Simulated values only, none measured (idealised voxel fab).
This is a process module. Its name is voxel fin reveal.
145 nm wide, 5 nm square cells: that's cross-section cut.
A cross-section in this document is a grid of square cells, and it is written down as bands, the top band listed before the ones below it; a band is made up of one or more rows of cells. Band entry format. Leading values: height of top, height of bottom, nm. Remainder: materials in left-to-right order, each with its width in nm. Special words: "edge to edge" on a single material, which then fills the band edge to edge; "blank", empty space. We count height from 0. Below that, the starting wafer is all one material. The lowest band never ends at the bottom but goes on down; see "0 nm and below" for how that is written. Top row gets the first number, bottom row gets the second, and each row in between changes by the same step: that is how a band width like "30 to 40" works. Given "changes: none" for a step, no cell of the cross-section differs between before and after that step. The label "Enclosed empty spaces" introduces a list of the empty spaces, 8 cells or larger, that have no open way up to the top; each entry in it reads width x height at distance, where the distance is taken from the left edge and all three are stated in nm. Where a step's line continues beyond its settings, the continuation is a remark by the simulator itself on that step. The setting "overlay nm" may be written on the line of a step. When the step uses a mask, the value reports how far to the right of the planned place the mask lay, and a negative value reports that it lay to the left.

STEPS PLANNED FOR THE PROCESS
step 1: RECEIVE (material Si)
step 2: CONFORMAL_DEP (material SiN; thk nm 10)
step 3: PATTERN (tone cover; mask id FINS; material resist; width nm 15; pitch nm 40; thk nm 20; overlay nm 0)
step 4: DIRECTIONAL_ETCH (etch materials SiN; depth nm 10)
step 5: DIRECTIONAL_ETCH (etch materials Si; depth nm 35)
step 6: STRIP (etch materials resist)
step 7: FILL_DEP (material SiO2; thk nm 5)
step 8: CMP (height nm 10)
step 9: SELECTIVE_ETCH (etch materials SiO2; depth nm 20)
step 10: STRIP (etch materials SiN)
step 11: CONFORMAL_DEP (material HfO2; thk nm 5)

FIRST WAFER OUT OF TWO, PROCESSED AS PLANNED

WAFER CROSS-SECTION ON RECEIPT, I.E. AFTER STEP 1
0 nm and below | Si edge to edge
Enclosed empty spaces: none

HOW THE WAFER STANDS IN SECTION AFTER STEP 2
10 nm to 0 nm | SiN edge to edge
Everything below 0 is unchanged.

HOW THE WAFER STANDS IN SECTION AFTER STEP 3
30 nm to 10 nm | blank 45 nm, resist 15 nm, blank 25 nm, resist 15 nm, blank 45 nm
Everything below 10 is unchanged.

HOW THE WAFER STANDS IN SECTION AFTER STEP 4
30 nm to 10 nm | blank 45 nm, resist 15 nm, blank 25 nm, resist 15 nm, blank 45 nm
10 nm to 0 nm | blank 45 nm, SiN 15 nm, blank 25 nm, SiN 15 nm, blank 45 nm
Everything below 0 is unchanged.

HOW THE WAFER STANDS IN SECTION AFTER STEP 5
30 nm to 10 nm | blank 45 nm, resist 15 nm, blank 25 nm, resist 15 nm, blank 45 nm
10 nm to 0 nm | blank 45 nm, SiN 15 nm, blank 25 nm, SiN 15 nm, blank 45 nm
0 nm to -35 nm | blank 45 nm, Si 15 nm, blank 25 nm, Si 15 nm, blank 45 nm
Everything below -35 is unchanged.

HOW THE WAFER STANDS IN SECTION AFTER STEP 6
10 nm to 0 nm | blank 45 nm, SiN 15 nm, blank 25 nm, SiN 15 nm, blank 45 nm
Everything below 0 is unchanged.

HOW THE WAFER STANDS IN SECTION AFTER STEP 7
15 nm to 10 nm | SiO2 edge to edge
10 nm to 0 nm | SiO2 45 nm, SiN 15 nm, SiO2 25 nm, SiN 15 nm, SiO2 45 nm
0 nm to -35 nm | SiO2 45 nm, Si 15 nm, SiO2 25 nm, Si 15 nm, SiO2 45 nm
Everything below -35 is unchanged.

HOW THE WAFER STANDS IN SECTION AFTER STEP 8
10 nm to 0 nm | SiO2 45 nm, SiN 15 nm, SiO2 25 nm, SiN 15 nm, SiO2 45 nm
Everything below 0 is unchanged.

HOW THE WAFER STANDS IN SECTION AFTER STEP 9
10 nm to 0 nm | blank 45 nm, SiN 15 nm, blank 25 nm, SiN 15 nm, blank 45 nm
0 nm to -10 nm | blank 45 nm, Si 15 nm, blank 25 nm, Si 15 nm, blank 45 nm
Everything below -10 is unchanged.

HOW THE WAFER STANDS IN SECTION AFTER STEP 10
0 nm to -10 nm | blank 45 nm, Si 15 nm, blank 25 nm, Si 15 nm, blank 45 nm
Everything below -10 is unchanged.

HOW THE WAFER STANDS IN SECTION AFTER STEP 11
5 nm to 0 nm | blank 40 nm, HfO2 25 nm, blank 15 nm, HfO2 25 nm, blank 40 nm
0 nm to -5 nm | blank 40 nm, HfO2 5 nm, Si 15 nm, HfO2 5 nm, blank 15 nm, HfO2 5 nm, Si 15 nm, HfO2 5 nm, blank 40 nm
-5 nm to -10 nm | HfO2 45 nm, Si 15 nm, HfO2 25 nm, Si 15 nm, HfO2 45 nm
Everything below -10 is unchanged.

HERE THE SECOND WAFER IS DESCRIBED. ITS START AND ITS PLAN WERE THOSE OF THE FIRST WAFER. ITS RUN CONTAINED ONE MISTAKE. UP TO AND INCLUDING STEP 8, IT DID EXACTLY WHAT THE FIRST WAFER DID

SECOND WAFER SHOWN IN CROSS-SECTION AT THE TIME STEP 9 WAS SLATED TO END
10 nm to 0 nm | blank 45 nm, SiN 15 nm, blank 25 nm, SiN 15 nm, blank 45 nm
Everything below 0 is unchanged.

SECOND WAFER SHOWN IN CROSS-SECTION AT THE TIME STEP 10 WAS SLATED TO END
0 nm to -35 nm | SiO2 45 nm, Si 15 nm, SiO2 25 nm, Si 15 nm, SiO2 45 nm
Everything below -35 is unchanged.

SECOND WAFER SHOWN IN CROSS-SECTION AT THE TIME STEP 11 WAS SLATED TO END
5 nm to 0 nm | HfO2 edge to edge
Everything below 0 is unchanged.
Finding, execution versus plan: step 9 off recipe, ran as SELECTIVE_ETCH (etch materials SiO2; depth nm 10)
Per the end-of-run cell counts, the second wafer holds more or fewer of some materials than the first: -8 HfO2; +46 SiO2
